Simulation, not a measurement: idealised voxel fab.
Documented hereafter: the process module known as voxel capacitor over wiring.
Section shown: cut. Width: 255 nm. Cell size: 5 nm, square.
Format of a cross-section: grid, square cells. Given as bands. Order: top down. Band: one or more rows of cells.
Heights first: top, then bottom, in nm. Then materials, left to right, each with a width in nm. "edge to edge" on a single material: fills the band edge to edge. "empty": empty space.
For the purposes of this specification, 0 denotes the height below which the wafer in its as-received condition is composed wholly of one material, and the lowermost band, lacking a lower limit, extends downward without end, as expressed in "0 down".
A width such as "30 to 40" changes by the same amount from each row of cells to the next, from the band's top row to its bottom row.
What does "remained the same" mean for a step? It means no cell of the cross-section changed in that step.
Entry "Enclosed void catalog". Content: empty spaces with no open connection to the top, size 8 cells or greater. Each: width x height at distance. Distance: from left edge. Unit: nm.
If you see something after the settings on a step's line, that's the simulator's own remark about that step.
overlay nm: how far to the right of its planned place the mask lay on this masked step (negative: to the left).
[The steps planned for the process are as follows]
| 1 | RECEIVE (material Si) |
| 2 | CONFORMAL_DEP (material SiO2; thk nm 15) |
| 3 | CONFORMAL_DEP (material SiN; thk nm 5) |
| 4 | DIRECTIONAL_DEP (material lowk; thk nm 15) |
| 5 | PATTERN (tone open; mask id METAL_1; material resist; width nm 30; pitch nm 90; thk nm 15; overlay nm 0) |
| 6 | DIRECTIONAL_ETCH (etch materials lowk; depth nm 15) |
| 7 | DIRECTIONAL_ETCH (etch materials SiN; depth nm 5) |
| 8 | STRIP (etch materials resist) |
| 9 | CONFORMAL_DEP (material TiN; thk nm 5) |
| 10 | FILL_DEP (material Ru; thk nm 10) |
| 11 | CMP (height nm 35) |
| 12 | CONFORMAL_DEP (material SiCN; thk nm 5) |
| 13 | DIRECTIONAL_DEP (material lowk; thk nm 10) |
| 14 | MASKED_ETCH (tone open; mask id PLUG_1; width nm 15; etch materials lowk; depth nm 10; overlay nm 0) |
| 15 | MASKED_ETCH (tone open; mask id PLUG_1; width nm 15; etch materials SiCN; depth nm 5; overlay nm 0) |
| 16 | CONFORMAL_DEP (material TiN; thk nm 5) |
| 17 | FILL_DEP (material Ru; thk nm 5) |
| 18 | CMP (height nm 50) |
| 19 | DIRECTIONAL_DEP (material TiN; thk nm 5) |
| 20 | DIRECTIONAL_DEP (material HfO2; thk nm 5) |
| 21 | DIRECTIONAL_DEP (material TiN; thk nm 5) |
| 22 | PATTERN (tone cover; mask id UPPER_PLATE; material resist; width nm 55; thk nm 15; overlay nm 0) |
| 23 | DIRECTIONAL_ETCH (etch materials TiN; depth nm 5) |
| 24 | DIRECTIONAL_ETCH (etch materials HfO2; depth nm 5) |
| 25 | STRIP (etch materials resist) |
| 26 | MASKED_ETCH (tone cover; mask id LOWER_PLATE; width nm 75; etch materials TiN; depth nm 5; overlay nm 0) |
| 27 | FILL_DEP (material SiO2; thk nm 15) |
| 28 | CMP (height nm 75) |
| 29 | PATTERN (tone open; mask id PLUG_2; material resist; width nm 15; thk nm 15; overlay nm 0) |
| 30 | DIRECTIONAL_ETCH (etch materials SiO2; depth nm 10) |
| 31 | STRIP (etch materials resist) |
| 32 | CONFORMAL_DEP (material TiN; thk nm 5) |
| 33 | FILL_DEP (material Cu; thk nm 5) |
| 34 | CMP (height nm 75) |
| 35 | CONFORMAL_DEP (material SiCN; thk nm 5) |
Don't read the plan's width nm for step 22 as applying to every wafer: that's the first wafer's value, and the wafers differ in it, though they all start identical.
[This is how the first of several wafers looked in cross-section when it arrived, which is after step 1]
    0 down: Si edge to edge
    Enclosed void catalog: none
[Note: the following table is arranged by wafer, a row apiece. Each row reports the end-of-module state: per material, cells gained (+) or cells lost (-) compared with the wafer as received; closed voids follow]
width nm 55, +1 Cu, +11 HfO2, +26 Ru, +99 SiCN, +39 SiN, +365 SiO2, +62 TiN, +213 lowk, Enclosed void catalog: none
width nm 60, +1 Cu, +12 HfO2, +26 Ru, +99 SiCN, +39 SiN, +363 SiO2, +63 TiN, +213 lowk, Enclosed void catalog: none
width nm 65, +1 Cu, +13 HfO2, +26 Ru, +99 SiCN, +39 SiN, +361 SiO2, +64 TiN, +213 lowk, Enclosed void catalog: none
width nm 70, +1 Cu, +14 HfO2, +26 Ru, +99 SiCN, +39 SiN, +359 SiO2, +65 TiN, +213 lowk, Enclosed void catalog: none
width nm 75, +1 Cu, +15 HfO2, +26 Ru, +99 SiCN, +39 SiN, +357 SiO2, +66 TiN, +213 lowk, Enclosed void catalog: none
width nm 80, +1 Cu, +16 HfO2, +26 Ru, +99 SiCN, +39 SiN, +355 SiO2, +67 TiN, +213 lowk, Enclosed void catalog: none
